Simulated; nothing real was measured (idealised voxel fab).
The name of this process module is voxel self aligned contacts.
The figure presents cross-section cut, which has a width of 265 nm and is divided into square cells with an edge length of 5 nm.
Heads up, the way a cross-section reads in here is a grid of square cells, handed over as bands from the top down, with every band being one or more rows of cells. Heights first: top, then bottom, in nm. Then materials, left to right, each with a width in nm. "all across" on a single material: fills the band edge to edge. "air": empty space. Ref level 0: as-received wafer is one material below here. Bottom band extends down with no lower bound ("0 down"). So if you see something like "30 to 40" for the width, read it as the top row of the band sitting at the first number and the bottom row at the second, with every row in between moving by the same amount as the last. Step note "no modifications" = no cross-section cell changed. This entry, "Internal closed voids", enumerates those empty regions of no fewer than 8 cells that possess no open connection to the top. Each region is reported in the form width x height at distance, the distance being taken from the left edge, with all three quantities expressed in nm. Read whatever lies past the settings on a step's line as the simulator's own remark about the step. You can add "overlay nm" to a step's line. For a step with a mask, it describes how far the mask lay to the right of its planned position, and a negative number describes a lay to the left. Heads up before you read on: it's before/after pairs around one process step each, after side only down to the lowest band that changed, step plus settings under the pair. Pairs can be from different runs of this module, same starting wafer, so only chain a pair onto the one above if its "Pre-step profile" entry says so.

Pre-step profile:
    0 down = Si all across
    Internal closed voids: none

Sectional View, Post-Process:
    5 to 0 = SiO2 all across
    Whatever lies below 0 is exactly as it was before.
    Internal closed voids: none
Process step bridging the above cross-sections: CONFORMAL_DEP with material SiO2, thk nm 5

Pre-step profile: the state before this step is the cross-section shown after the step in the pair just above.

Sectional View, Post-Process:
    25 to 5 = polySi all across
    Whatever lies below 5 is exactly as it was before.
    Internal closed voids: none
Process step bridging the above cross-sections: DIRECTIONAL_DEP with material polySi, thk nm 20

Pre-step profile: the state before this step is the cross-section shown after the step in the pair just above.

Sectional View, Post-Process:
    40 to 25 = SiN all across
    Whatever lies below 25 is exactly as it was before.
    Internal closed voids: none
Process step bridging the above cross-sections: DIRECTIONAL_DEP with material SiN, thk nm 15

Pre-step profile: the state before this step is the cross-section shown after the step in the pair just above.

Sectional View, Post-Process:
    55 to 40 = air 80 nm, then resist 35 nm, then air 35 nm, then resist 35 nm, then air 80 nm
    Whatever lies below 40 is exactly as it was before.
    Internal closed voids: none
Process step bridging the above cross-sections: PATTERN with tone cover, mask id GATE, material resist, width nm 35, pitch nm 70, thk nm 15, overlay nm 0

Pre-step profile: the state before this step is the cross-section shown after the step in the pair just above.

Sectional View, Post-Process:
    55 to 40 = air 80 nm, then resist 35 nm, then air 35 nm, then resist 35 nm, then air 80 nm
    40 to 25 = air 80 nm, then SiN 35 nm, then air 35 nm, then SiN 35 nm, then air 80 nm
    Whatever lies below 25 is exactly as it was before.
    Internal closed voids: none
Process step bridging the above cross-sections: DIRECTIONAL_ETCH with etch materials SiN, depth nm 15

Pre-step profile: the state before this step is the cross-section shown after the step in the pair just above.

Sectional View, Post-Process:
    55 to 40 = air 80 nm, then resist 35 nm, then air 35 nm, then resist 35 nm, then air 80 nm
    40 to 25 = air 80 nm, then SiN 35 nm, then air 35 nm, then SiN 35 nm, then air 80 nm
    25 to 5 = air 80 nm, then polySi 35 nm, then air 35 nm, then polySi 35 nm, then air 80 nm
    Whatever lies below 5 is exactly as it was before.
    Internal closed voids: none
Process step bridging the above cross-sections: DIRECTIONAL_ETCH with etch materials polySi, depth nm 20

Pre-step profile: the state before this step is the cross-section shown after the step in the pair just above.

Sectional View, Post-Process:
    40 to 25 = air 80 nm, then SiN 35 nm, then air 35 nm, then SiN 35 nm, then air 80 nm
    Whatever lies below 25 is exactly as it was before.
    Internal closed voids: none
Process step bridging the above cross-sections: STRIP with etch materials resist

Pre-step profile: the state before this step is the cross-section shown after the step in the pair just above.

Sectional View, Post-Process:
    45 to 25 = air 75 nm, then SiN 45 nm, then air 25 nm, then SiN 45 nm, then air 75 nm
    25 to 10 = air 75 nm, then SiN 5 nm, then polySi 35 nm, then SiN 5 nm, then air 25 nm, then SiN 5 nm, then polySi 35 nm, then SiN 5 nm, then air 75 nm
    10 to 5 = SiN 80 nm, then polySi 35 nm, then SiN 35 nm, then polySi 35 nm, then SiN 80 nm
    Whatever lies below 5 is exactly as it was before.
    Internal closed voids: none
Process step bridging the above cross-sections: CONFORMAL_DEP with material SiN, thk nm 5

Pre-step profile: the state before this step is the cross-section shown after the step in the pair just above.

Sectional View, Post-Process:
    40 to 25 = air 75 nm, then SiN 45 nm, then air 25 nm, then SiN 45 nm, then air 75 nm
    25 to 5 = air 75 nm, then SiN 5 nm, then polySi 35 nm, then SiN 5 nm, then air 25 nm, then SiN 5 nm, then polySi 35 nm, then SiN 5 nm, then air 75 nm
    Whatever lies below 5 is exactly as it was before.
    Internal closed voids: none
Process step bridging the above cross-sections: DIRECTIONAL_ETCH with etch materials SiN, depth nm 5

Pre-step profile: the state before this step is the cross-section shown after the step in the pair just above.

Sectional View, Post-Process:
    50 to 40 = SiO2 all across
    40 to 25 = SiO2 75 nm, then SiN 45 nm, then SiO2 25 nm, then SiN 45 nm, then SiO2 75 nm
    25 to 5 = SiO2 75 nm, then SiN 5 nm, then polySi 35 nm, then SiN 5 nm, then SiO2 25 nm, then SiN 5 nm, then polySi 35 nm, then SiN 5 nm, then SiO2 75 nm
    Whatever lies below 5 is exactly as it was before.
    Internal closed voids: none
Process step bridging the above cross-sections: FILL_DEP with material SiO2, thk nm 10

Pre-step profile: the state before this step is the cross-section shown after the step in the pair just above.

Sectional View, Post-Process:
    45 to 40 = SiO2 all across
    Whatever lies below 40 is exactly as it was before.
    Internal closed voids: none
Process step bridging the above cross-sections: CMP with height nm 45

Pre-step profile: the state before this step is the cross-section shown after the step in the pair just above.

Sectional View, Post-Process:
    65 to 45 = resist 105 nm, then air 55 nm, then resist 105 nm
    Whatever lies below 45 is exactly as it was before.
    Internal closed voids: none
Process step bridging the above cross-sections: PATTERN with tone open, mask id CONTACT, material resist, width nm 55, thk nm 20, overlay nm 0

Pre-step profile: the state before this step is the cross-section shown after the step in the pair just above.

Sectional View, Post-Process:
    65 to 45 = resist 105 nm, then air 55 nm, then resist 105 nm
    45 to 40 = SiO2 105 nm, then air 55 nm, then SiO2 105 nm
    40 to 25 = SiO2 75 nm, then SiN 45 nm, then air 25 nm, then SiN 45 nm, then SiO2 75 nm
    25 to 5 = SiO2 75 nm, then SiN 5 nm, then polySi 35 nm, then SiN 5 nm, then air 25 nm, then SiN 5 nm, then polySi 35 nm, then SiN 5 nm, then SiO2 75 nm
    5 to 0 = SiO2 120 nm, then air 25 nm, then SiO2 120 nm
    Whatever lies below 0 is exactly as it was before.
    Internal closed voids: none
Process step bridging the above cross-sections: DIRECTIONAL_ETCH with etch materials SiO2, depth nm 45

Pre-step profile: the state before this step is the cross-section shown after the step in the pair just above.

Sectional View, Post-Process:
    45 to 40 = SiO2 105 nm, then air 55 nm, then SiO2 105 nm
    Whatever lies below 40 is exactly as it was before.
    Internal closed voids: none
Process step bridging the above cross-sections: STRIP with etch materials resist

Pre-step profile: the state before this step is the cross-section shown after the step in the pair just above.

Sectional View, Post-Process:
    50 to 45 = TiN 110 nm, then air 45 nm, then TiN 110 nm
    45 to 40 = SiO2 105 nm, then TiN 20 nm, then air 15 nm, then TiN 20 nm, then SiO2 105 nm
    40 to 25 = SiO2 75 nm, then SiN 45 nm, then TiN 5 nm, then air 15 nm, then TiN 5 nm, then SiN 45 nm, then SiO2 75 nm
    25 to 5 = SiO2 75 nm, then SiN 5 nm, then polySi 35 nm, then SiN 5 nm, then TiN 5 nm, then air 15 nm, then TiN 5 nm, then SiN 5 nm, then polySi 35 nm, then SiN 5 nm, then SiO2 75 nm
    5 to 0 = SiO2 120 nm, then TiN 25 nm, then SiO2 120 nm
    Whatever lies below 0 is exactly as it was before.
    Internal closed voids: none
Process step bridging the above cross-sections: CONFORMAL_DEP with material TiN, thk nm 5

Pre-step profile: the state before this step is the cross-section shown after the step in the pair just above.

Sectional View, Post-Process:
    55 to 50 = W all across
    50 to 45 = TiN 110 nm, then W 45 nm, then TiN 110 nm
    45 to 40 = SiO2 105 nm, then TiN 20 nm, then W 15 nm, then TiN 20 nm, then SiO2 105 nm
    40 to 25 = SiO2 75 nm, then SiN 45 nm, then TiN 5 nm, then W 15 nm, then TiN 5 nm, then SiN 45 nm, then SiO2 75 nm
    25 to 5 = SiO2 75 nm, then SiN 5 nm, then polySi 35 nm, then SiN 5 nm, then TiN 5 nm, then W 15 nm, then TiN 5 nm, then SiN 5 nm, then polySi 35 nm, then SiN 5 nm, then SiO2 75 nm
    Whatever lies below 5 is exactly as it was before.
    Internal closed voids: none
Process step bridging the above cross-sections: FILL_DEP with material W, thk nm 5

Pre-step profile: the state before this step is the cross-section shown after the step in the pair just above.

Sectional View, Post-Process:
    45 to 40 = SiO2 105 nm, then TiN 20 nm, then W 15 nm, then TiN 20 nm, then SiO2 105 nm
    Whatever lies below 40 is exactly as it was before.
    Internal closed voids: none
Process step bridging the above cross-sections: CMP with height nm 45

Pre-step profile: the state before this step is the cross-section shown after the step in the pair just above.

Sectional View, Post-Process:
    50 to 45 = SiCN all across
    Whatever lies below 45 is exactly as it was before.
    Internal closed voids: none
Process step bridging the above cross-sections: CONFORMAL_DEP with material SiCN, thk nm 5

Pre-step profile:
    40 to 25 = air 80 nm, then SiN 35 nm, then air 35 nm, then SiN 35 nm, then air 80 nm
    25 to 5 = air 80 nm, then polySi 35 nm, then air 35 nm, then polySi 35 nm, then air 80 nm
    5 to 0 = SiO2 all across
    0 down = Si all across
    Internal closed voids: none

Sectional View, Post-Process:
    35 to 25 = air 80 nm, then SiN 35 nm, then air 35 nm, then SiN 35 nm, then air 80 nm
    Whatever lies below 25 is exactly as it was before.
    Internal closed voids: none
Process step bridging the above cross-sections: DIRECTIONAL_ETCH with etch materials SiN, depth nm 5

Pre-step profile: the state before this step is the cross-section shown after the step in the pair just above.

Sectional View, Post-Process:
    45 to 35 = SiO2 all across
    35 to 25 = SiO2 80 nm, then SiN 35 nm, then SiO2 35 nm, then SiN 35 nm, then SiO2 80 nm
    25 to 5 = SiO2 80 nm, then polySi 35 nm, then SiO2 35 nm, then polySi 35 nm, then SiO2 80 nm
    Whatever lies below 5 is exactly as it was before.
    Internal closed voids: none
Process step bridging the above cross-sections: FILL_DEP with material SiO2, thk nm 10

Pre-step profile: the state before this step is the cross-section shown after the step in the pair just above.

Sectional View, Post-Process:
    65 to 45 = resist 105 nm, then air 55 nm, then resist 105 nm
    Whatever lies below 45 is exactly as it was before.
    Internal closed voids: none
Process step bridging the above cross-sections: PATTERN with tone open, mask id CONTACT, material resist, width nm 55, thk nm 20, overlay nm 0

Pre-step profile: the state before this step is the cross-section shown after the step in the pair just above.

Sectional View, Post-Process:
    65 to 45 = resist 105 nm, then air 55 nm, then resist 105 nm
    45 to 35 = SiO2 105 nm, then air 55 nm, then SiO2 105 nm
    35 to 25 = SiO2 80 nm, then SiN 35 nm, then air 35 nm, then SiN 35 nm, then SiO2 80 nm
    25 to 5 = SiO2 80 nm, then polySi 35 nm, then air 35 nm, then polySi 35 nm, then SiO2 80 nm
    5 to 0 = SiO2 115 nm, then air 35 nm, then SiO2 115 nm
    Whatever lies below 0 is exactly as it was before.
    Internal closed voids: none
Process step bridging the above cross-sections: DIRECTIONAL_ETCH with etch materials SiO2, depth nm 45

Pre-step profile: the state before this step is the cross-section shown after the step in the pair just above.

Sectional View, Post-Process:
    45 to 35 = SiO2 105 nm, then air 55 nm, then SiO2 105 nm
    Whatever lies below 35 is exactly as it was before.
    Internal closed voids: none
Process step bridging the above cross-sections: STRIP with etch materials resist

Pre-step profile: the state before this step is the cross-section shown after the step in the pair just above.

Sectional View, Post-Process:
    50 to 45 = TiN 110 nm, then air 45 nm, then TiN 110 nm
    45 to 35 = SiO2 105 nm, then TiN 5 to 15 nm, then air 45 to 25 nm, then TiN 5 to 15 nm, then SiO2 105 nm
    35 to 25 = SiO2 80 nm, then SiN 35 nm, then TiN 5 nm, then air 25 nm, then TiN 5 nm, then SiN 35 nm, then SiO2 80 nm
    25 to 5 = SiO2 80 nm, then polySi 35 nm, then TiN 5 nm, then air 25 nm, then TiN 5 nm, then polySi 35 nm, then SiO2 80 nm
    5 to 0 = SiO2 115 nm, then TiN 35 nm, then SiO2 115 nm
    Whatever lies below 0 is exactly as it was before.
    Internal closed voids: none
Process step bridging the above cross-sections: CONFORMAL_DEP with material TiN, thk nm 5

Pre-step profile: the state before this step is the cross-section shown after the step in the pair just above.

Sectional View, Post-Process:
    55 to 50 = W all across
    50 to 45 = TiN 110 nm, then W 45 nm, then TiN 110 nm
    45 to 35 = SiO2 105 nm, then TiN 5 to 15 nm, then W 45 to 25 nm, then TiN 5 to 15 nm, then SiO2 105 nm
    35 to 25 = SiO2 80 nm, then SiN 35 nm, then TiN 5 nm, then W 25 nm, then TiN 5 nm, then SiN 35 nm, then SiO2 80 nm
    25 to 5 = SiO2 80 nm, then polySi 35 nm, then TiN 5 nm, then W 25 nm, then TiN 5 nm, then polySi 35 nm, then SiO2 80 nm
    Whatever lies below 5 is exactly as it was before.
    Internal closed voids: none
Process step bridging the above cross-sections: FILL_DEP with material W, thk nm 5

Pre-step profile: the state before this step is the cross-section shown after the step in the pair just above.

Sectional View, Post-Process:
    45 to 35 = SiO2 105 nm, then TiN 5 to 15 nm, then W 45 to 25 nm, then TiN 5 to 15 nm, then SiO2 105 nm
    Whatever lies below 35 is exactly as it was before.
    Internal closed voids: none
Process step bridging the above cross-sections: CMP with height nm 45

Pre-step profile: the state before this step is the cross-section shown after the step in the pair just above.

Sectional View, Post-Process:
    50 to 45 = SiCN all across
    Whatever lies below 45 is exactly as it was before.
    Internal closed voids: none
Process step bridging the above cross-sections: CONFORMAL_DEP with material SiCN, thk nm 5

Pre-step profile:
    25 to 5 = polySi all across
    5 to 0 = SiO2 all across
    0 down = Si all across
    Internal closed voids: none

Sectional View, Post-Process:
    45 to 5 = polySi all across
    Whatever lies below 5 is exactly as it was before.
    Internal closed voids: none
Process step bridging the above cross-sections: DIRECTIONAL_DEP with material polySi, thk nm 20

Pre-step profile: the state before this step is the cross-section shown after the step in the pair just above.

Sectional View, Post-Process:
    60 to 45 = SiN all across
    Whatever lies below 45 is exactly as it was before.
    Internal closed voids: none
Process step bridging the above cross-sections: DIRECTIONAL_DEP with material SiN, thk nm 15

Pre-step profile: the state before this step is the cross-section shown after the step in the pair just above.

Sectional View, Post-Process:
    75 to 60 = air 80 nm, then resist 35 nm, then air 35 nm, then resist 35 nm, then air 80 nm
    Whatever lies below 60 is exactly as it was before.
    Internal closed voids: none
Process step bridging the above cross-sections: PATTERN with tone cover, mask id GATE, material resist, width nm 35, pitch nm 70, thk nm 15, overlay nm 0

Pre-step profile: the state before this step is the cross-section shown after the step in the pair just above.

Sectional View, Post-Process:
    75 to 60 = air 80 nm, then resist 35 nm, then air 35 nm, then resist 35 nm, then air 80 nm
    60 to 45 = air 80 nm, then SiN 35 nm, then air 35 nm, then SiN 35 nm, then air 80 nm
    Whatever lies below 45 is exactly as it was before.
    Internal closed voids: none
Process step bridging the above cross-sections: DIRECTIONAL_ETCH with etch materials SiN, depth nm 15

Pre-step profile: the state before this step is the cross-section shown after the step in the pair just above.

Sectional View, Post-Process:
    75 to 60 = air 80 nm, then resist 35 nm, then air 35 nm, then resist 35 nm, then air 80 nm
    60 to 45 = air 80 nm, then SiN 35 nm, then air 35 nm, then SiN 35 nm, then air 80 nm
    45 to 25 = air 80 nm, then polySi 35 nm, then air 35 nm, then polySi 35 nm, then air 80 nm
    Whatever lies below 25 is exactly as it was before.
    Internal closed voids: none
Process step bridging the above cross-sections: DIRECTIONAL_ETCH with etch materials polySi, depth nm 20

Pre-step profile: the state before this step is the cross-section shown after the step in the pair just above.

Sectional View, Post-Process:
    60 to 45 = air 80 nm, then SiN 35 nm, then air 35 nm, then SiN 35 nm, then air 80 nm
    Whatever lies below 45 is exactly as it was before.
    Internal closed voids: none
Process step bridging the above cross-sections: STRIP with etch materials resist

Pre-step profile: the state before this step is the cross-section shown after the step in the pair just above.

Sectional View, Post-Process:
    65 to 45 = air 75 nm, then SiN 45 nm, then air 25 nm, then SiN 45 nm, then air 75 nm
    45 to 30 = air 75 nm, then SiN 5 nm, then polySi 35 nm, then SiN 5 nm, then air 25 nm, then SiN 5 nm, then polySi 35 nm, then SiN 5 nm, then air 75 nm
    30 to 25 = SiN 80 nm, then polySi 35 nm, then SiN 35 nm, then polySi 35 nm, then SiN 80 nm
    Whatever lies below 25 is exactly as it was before.
    Internal closed voids: none
Process step bridging the above cross-sections: CONFORMAL_DEP with material SiN, thk nm 5

Pre-step profile: the state before this step is the cross-section shown after the step in the pair just above.

Sectional View, Post-Process:
    60 to 45 = air 75 nm, then SiN 45 nm, then air 25 nm, then SiN 45 nm, then air 75 nm
    45 to 25 = air 75 nm, then SiN 5 nm, then polySi 35 nm, then SiN 5 nm, then air 25 nm, then SiN 5 nm, then polySi 35 nm, then SiN 5 nm, then air 75 nm
    Whatever lies below 25 is exactly as it was before.
    Internal closed voids: none
Process step bridging the above cross-sections: DIRECTIONAL_ETCH with etch materials SiN, depth nm 5

Pre-step profile: the state before this step is the cross-section shown after the step in the pair just above.

Sectional View, Post-Process:
    70 to 60 = SiO2 all across
    60 to 45 = SiO2 75 nm, then SiN 45 nm, then SiO2 25 nm, then SiN 45 nm, then SiO2 75 nm
    45 to 25 = SiO2 75 nm, then SiN 5 nm, then polySi 35 nm, then SiN 5 nm, then SiO2 25 nm, then SiN 5 nm, then polySi 35 nm, then SiN 5 nm, then SiO2 75 nm
    Whatever lies below 25 is exactly as it was before.
    Internal closed voids: none
Process step bridging the above cross-sections: FILL_DEP with material SiO2, thk nm 10

Pre-step profile: the state before this step is the cross-section shown after the step in the pair just above.

Sectional View, Post-Process:
    45 to 25 = SiO2 75 nm, then SiN 5 nm, then polySi 35 nm, then SiN 5 nm, then SiO2 25 nm, then SiN 5 nm, then polySi 35 nm, then SiN 5 nm, then SiO2 75 nm
    Whatever lies below 25 is exactly as it was before.
    Internal closed voids: none
Process step bridging the above cross-sections: CMP with height nm 45

Pre-step profile: the state before this step is the cross-section shown after the step in the pair just above.

Sectional View, Post-Process:
    65 to 45 = resist 105 nm, then air 55 nm, then resist 105 nm
    Whatever lies below 45 is exactly as it was before.
    Internal closed voids: none
Process step bridging the above cross-sections: PATTERN with tone open, mask id CONTACT, material resist, width nm 55, thk nm 20, overlay nm 0

Pre-step profile: the state before this step is the cross-section shown after the step in the pair just above.

Sectional View, Post-Process:
    65 to 45 = resist 105 nm, then air 55 nm, then resist 105 nm
    45 to 25 = SiO2 75 nm, then SiN 5 nm, then polySi 35 nm, then SiN 5 nm, then air 25 nm, then SiN 5 nm, then polySi 35 nm, then SiN 5 nm, then SiO2 75 nm
    Whatever lies below 25 is exactly as it was before.
    Internal closed voids: none
Process step bridging the above cross-sections: DIRECTIONAL_ETCH with etch materials SiO2, depth nm 45

Pre-step profile: the state before this step is the cross-section shown after the step in the pair just above.

Sectional View, Post-Process:
    45 to 25 = SiO2 75 nm, then SiN 5 nm, then polySi 35 nm, then SiN 5 nm, then air 25 nm, then SiN 5 nm, then polySi 35 nm, then SiN 5 nm, then SiO2 75 nm
    Whatever lies below 25 is exactly as it was before.
    Internal closed voids: none
Process step bridging the above cross-sections: STRIP with etch materials resist

Pre-step profile: the state before this step is the cross-section shown after the step in the pair just above.

Sectional View, Post-Process:
    50 to 45 = TiN 125 nm, then air 15 nm, then TiN 125 nm
    45 to 30 = SiO2 75 nm, then SiN 5 nm, then polySi 35 nm, then SiN 5 nm, then TiN 5 nm, then air 15 nm, then TiN 5 nm, then SiN 5 nm, then polySi 35 nm, then SiN 5 nm, then SiO2 75 nm
    30 to 25 = SiO2 75 nm, then SiN 5 nm, then polySi 35 nm, then SiN 5 nm, then TiN 25 nm, then SiN 5 nm, then polySi 35 nm, then SiN 5 nm, then SiO2 75 nm
    Whatever lies below 25 is exactly as it was before.
    Internal closed voids: none
Process step bridging the above cross-sections: CONFORMAL_DEP with material TiN, thk nm 5

Pre-step profile: the state before this step is the cross-section shown after the step in the pair just above.

Sectional View, Post-Process:
    55 to 50 = W all across
    50 to 45 = TiN 125 nm, then W 15 nm, then TiN 125 nm
    45 to 30 = SiO2 75 nm, then SiN 5 nm, then polySi 35 nm, then SiN 5 nm, then TiN 5 nm, then W 15 nm, then TiN 5 nm, then SiN 5 nm, then polySi 35 nm, then SiN 5 nm, then SiO2 75 nm
    Whatever lies below 30 is exactly as it was before.
    Internal closed voids: none
Process step bridging the above cross-sections: FILL_DEP with material W, thk nm 5

Pre-step profile: the state before this step is the cross-section shown after the step in the pair just above.

Sectional View, Post-Process:
    45 to 30 = SiO2 75 nm, then SiN 5 nm, then polySi 35 nm, then SiN 5 nm, then TiN 5 nm, then W 15 nm, then TiN 5 nm, then SiN 5 nm, then polySi 35 nm, then SiN 5 nm, then SiO2 75 nm
    Whatever lies below 30 is exactly as it was before.
    Internal closed voids: none
Process step bridging the above cross-sections: CMP with height nm 45

Pre-step profile: the state before this step is the cross-section shown after the step in the pair just above.

Sectional View, Post-Process:
    50 to 45 = SiCN all across
    Whatever lies below 45 is exactly as it was before.
    Internal closed voids: none
Process step bridging the above cross-sections: CONFORMAL_DEP with material SiCN, thk nm 5

Pre-step profile:
    0 down = Si all across
    Internal closed voids: none

Sectional View, Post-Process:
    20 to 0 = polySi all across
    Whatever lies below 0 is exactly as it was before.
    Internal closed voids: none
Process step bridging the above cross-sections: DIRECTIONAL_DEP with material polySi, thk nm 20

Pre-step profile: the state before this step is the cross-section shown after the step in the pair just above.

Sectional View, Post-Process:
    25 to 20 = SiO2 all across
    Whatever lies below 20 is exactly as it was before.
    Internal closed voids: none
Process step bridging the above cross-sections: CONFORMAL_DEP with material SiO2, thk nm 5

Pre-step profile: the state before this step is the cross-section shown after the step in the pair just above.

Sectional View, Post-Process:
    40 to 25 = SiN all across
    Whatever lies below 25 is exactly as it was before.
    Internal closed voids: none
Process step bridging the above cross-sections: DIRECTIONAL_DEP with material SiN, thk nm 15

Pre-step profile: the state before this step is the cross-section shown after the step in the pair just above.

Sectional View, Post-Process:
    55 to 40 = air 80 nm, then resist 35 nm, then air 35 nm, then resist 35 nm, then air 80 nm
    Whatever lies below 40 is exactly as it was before.
    Internal closed voids: none
Process step bridging the above cross-sections: PATTERN with tone cover, mask id GATE, material resist, width nm 35, pitch nm 70, thk nm 15, overlay nm 0

Pre-step profile: the state before this step is the cross-section shown after the step in the pair just above.

Sectional View, Post-Process:
    55 to 40 = air 80 nm, then resist 35 nm, then air 35 nm, then resist 35 nm, then air 80 nm
    40 to 25 = air 80 nm, then SiN 35 nm, then air 35 nm, then SiN 35 nm, then air 80 nm
    Whatever lies below 25 is exactly as it was before.
    Internal closed voids: none
Process step bridging the above cross-sections: DIRECTIONAL_ETCH with etch materials SiN, depth nm 15

Pre-step profile: the state before this step is the cross-section shown after the step in the pair just above.

Sectional View, Post-Process:
    40 to 25 = air 80 nm, then SiN 35 nm, then air 35 nm, then SiN 35 nm, then air 80 nm
    Whatever lies below 25 is exactly as it was before.
    Internal closed voids: none
Process step bridging the above cross-sections: STRIP with etch materials resist

Pre-step profile: the state before this step is the cross-section shown after the step in the pair just above.

Sectional View, Post-Process:
    45 to 30 = air 75 nm, then SiN 45 nm, then air 25 nm, then SiN 45 nm, then air 75 nm
    30 to 25 = SiN all across
    Whatever lies below 25 is exactly as it was before.
    Internal closed voids: none
Process step bridging the above cross-sections: CONFORMAL_DEP with material SiN, thk nm 5

Pre-step profile: the state before this step is the cross-section shown after the step in the pair just above.

Sectional View, Post-Process:
    40 to 25 = air 75 nm, then SiN 45 nm, then air 25 nm, then SiN 45 nm, then air 75 nm
    Whatever lies below 25 is exactly as it was before.
    Internal closed voids: none
Process step bridging the above cross-sections: DIRECTIONAL_ETCH with etch materials SiN, depth nm 5

Pre-step profile: the state before this step is the cross-section shown after the step in the pair just above.

Sectional View, Post-Process:
    50 to 40 = SiO2 all across
    40 to 25 = SiO2 75 nm, then SiN 45 nm, then SiO2 25 nm, then SiN 45 nm, then SiO2 75 nm
    Whatever lies below 25 is exactly as it was before.
    Internal closed voids: none
Process step bridging the above cross-sections: FILL_DEP with material SiO2, thk nm 10

Pre-step profile: the state before this step is the cross-section shown after the step in the pair just above.

Sectional View, Post-Process:
    45 to 40 = SiO2 all across
    Whatever lies below 40 is exactly as it was before.
    Internal closed voids: none
Process step bridging the above cross-sections: CMP with height nm 45

Pre-step profile: the state before this step is the cross-section shown after the step in the pair just above.

Sectional View, Post-Process:
    65 to 45 = resist 105 nm, then air 55 nm, then resist 105 nm
    Whatever lies below 45 is exactly as it was before.
    Internal closed voids: none
Process step bridging the above cross-sections: PATTERN with tone open, mask id CONTACT, material resist, width nm 55, thk nm 20, overlay nm 0

Pre-step profile: the state before this step is the cross-section shown after the step in the pair just above.

Sectional View, Post-Process:
    65 to 45 = resist 105 nm, then air 55 nm, then resist 105 nm
    45 to 40 = SiO2 105 nm, then air 55 nm, then SiO2 105 nm
    40 to 25 = SiO2 75 nm, then SiN 45 nm, then air 25 nm, then SiN 45 nm, then SiO2 75 nm
    25 to 20 = SiO2 120 nm, then air 25 nm, then SiO2 120 nm
    Whatever lies below 20 is exactly as it was before.
    Internal closed voids: none
Process step bridging the above cross-sections: DIRECTIONAL_ETCH with etch materials SiO2, depth nm 45

Pre-step profile: the state before this step is the cross-section shown after the step in the pair just above.

Sectional View, Post-Process:
    45 to 40 = SiO2 105 nm, then air 55 nm, then SiO2 105 nm
    Whatever lies below 40 is exactly as it was before.
    Internal closed voids: none
Process step bridging the above cross-sections: STRIP with etch materials resist

Pre-step profile: the state before this step is the cross-section shown after the step in the pair just above.

Sectional View, Post-Process:
    50 to 45 = TiN 110 nm, then air 45 nm, then TiN 110 nm
    45 to 40 = SiO2 105 nm, then TiN 20 nm, then air 15 nm, then TiN 20 nm, then SiO2 105 nm
    40 to 25 = SiO2 75 nm, then SiN 45 nm, then TiN 5 nm, then air 15 nm, then TiN 5 nm, then SiN 45 nm, then SiO2 75 nm
    25 to 20 = SiO2 120 nm, then TiN 25 nm, then SiO2 120 nm
    Whatever lies below 20 is exactly as it was before.
    Internal closed voids: none
Process step bridging the above cross-sections: CONFORMAL_DEP with material TiN, thk nm 5

Pre-step profile: the state before this step is the cross-section shown after the step in the pair just above.

Sectional View, Post-Process:
    55 to 50 = W all across
    50 to 45 = TiN 110 nm, then W 45 nm, then TiN 110 nm
    45 to 40 = SiO2 105 nm, then TiN 20 nm, then W 15 nm, then TiN 20 nm, then SiO2 105 nm
    40 to 25 = SiO2 75 nm, then SiN 45 nm, then TiN 5 nm, then W 15 nm, then TiN 5 nm, then SiN 45 nm, then SiO2 75 nm
    Whatever lies below 25 is exactly as it was before.
    Internal closed voids: none
Process step bridging the above cross-sections: FILL_DEP with material W, thk nm 5

Pre-step profile: the state before this step is the cross-section shown after the step in the pair just above.

Sectional View, Post-Process:
    45 to 40 = SiO2 105 nm, then TiN 20 nm, then W 15 nm, then TiN 20 nm, then SiO2 105 nm
    Whatever lies below 40 is exactly as it was before.
    Internal closed voids: none
Process step bridging the above cross-sections: CMP with height nm 45

Pre-step profile: the state before this step is the cross-section shown after the step in the pair just above.

Sectional View, Post-Process:
    50 to 45 = SiCN all across
    Whatever lies below 45 is exactly as it was before.
    Internal closed voids: none
Process step bridging the above cross-sections: CONFORMAL_DEP with material SiCN, thk nm 5

Pre-step profile:
    5 to 0 = SiO2 all across
    0 down = Si all across
    Internal closed voids: none

Sectional View, Post-Process:
    35 to 5 = polySi all across
    Whatever lies below 5 is exactly as it was before.
    Internal closed voids: none
Process step bridging the above cross-sections: DIRECTIONAL_DEP with material polySi, thk nm 30

Pre-step profile: the state before this step is the cross-section shown after the step in the pair just above.

Sectional View, Post-Process:
    50 to 35 = SiN all across
    Whatever lies below 35 is exactly as it was before.
    Internal closed voids: none
Process step bridging the above cross-sections: DIRECTIONAL_DEP with material SiN, thk nm 15

Pre-step profile: the state before this step is the cross-section shown after the step in the pair just above.

Sectional View, Post-Process:
    65 to 50 = air 80 nm, then resist 35 nm, then air 35 nm, then resist 35 nm, then air 80 nm
    Whatever lies below 50 is exactly as it was before.
    Internal closed voids: none
Process step bridging the above cross-sections: PATTERN with tone cover, mask id GATE, material resist, width nm 35, pitch nm 70, thk nm 15, overlay nm 0

Pre-step profile: the state before this step is the cross-section shown after the step in the pair just above.

Sectional View, Post-Process:
    65 to 50 = air 80 nm, then resist 35 nm, then air 35 nm, then resist 35 nm, then air 80 nm
    50 to 35 = air 80 nm, then SiN 35 nm, then air 35 nm, then SiN 35 nm, then air 80 nm
    Whatever lies below 35 is exactly as it was before.
    Internal closed voids: none
Process step bridging the above cross-sections: DIRECTIONAL_ETCH with etch materials SiN, depth nm 15

Pre-step profile: the state before this step is the cross-section shown after the step in the pair just above.

Sectional View, Post-Process:
    65 to 50 = air 80 nm, then resist 35 nm, then air 35 nm, then resist 35 nm, then air 80 nm
    50 to 35 = air 80 nm, then SiN 35 nm, then air 35 nm, then SiN 35 nm, then air 80 nm
    35 to 15 = air 80 nm, then polySi 35 nm, then air 35 nm, then polySi 35 nm, then air 80 nm
    Whatever lies below 15 is exactly as it was before.
    Internal closed voids: none
Process step bridging the above cross-sections: DIRECTIONAL_ETCH with etch materials polySi, depth nm 20

Pre-step profile: the state before this step is the cross-section shown after the step in the pair just above.

Sectional View, Post-Process:
    50 to 35 = air 80 nm, then SiN 35 nm, then air 35 nm, then SiN 35 nm, then air 80 nm
    Whatever lies below 35 is exactly as it was before.
    Internal closed voids: none
Process step bridging the above cross-sections: STRIP with etch materials resist

Pre-step profile: the state before this step is the cross-section shown after the step in the pair just above.

Sectional View, Post-Process:
    55 to 35 = air 75 nm, then SiN 45 nm, then air 25 nm, then SiN 45 nm, then air 75 nm
    35 to 20 = air 75 nm, then SiN 5 nm, then polySi 35 nm, then SiN 5 nm, then air 25 nm, then SiN 5 nm, then polySi 35 nm, then SiN 5 nm, then air 75 nm
    20 to 15 = SiN 80 nm, then polySi 35 nm, then SiN 35 nm, then polySi 35 nm, then SiN 80 nm
    Whatever lies below 15 is exactly as it was before.
    Internal closed voids: none
Process step bridging the above cross-sections: CONFORMAL_DEP with material SiN, thk nm 5
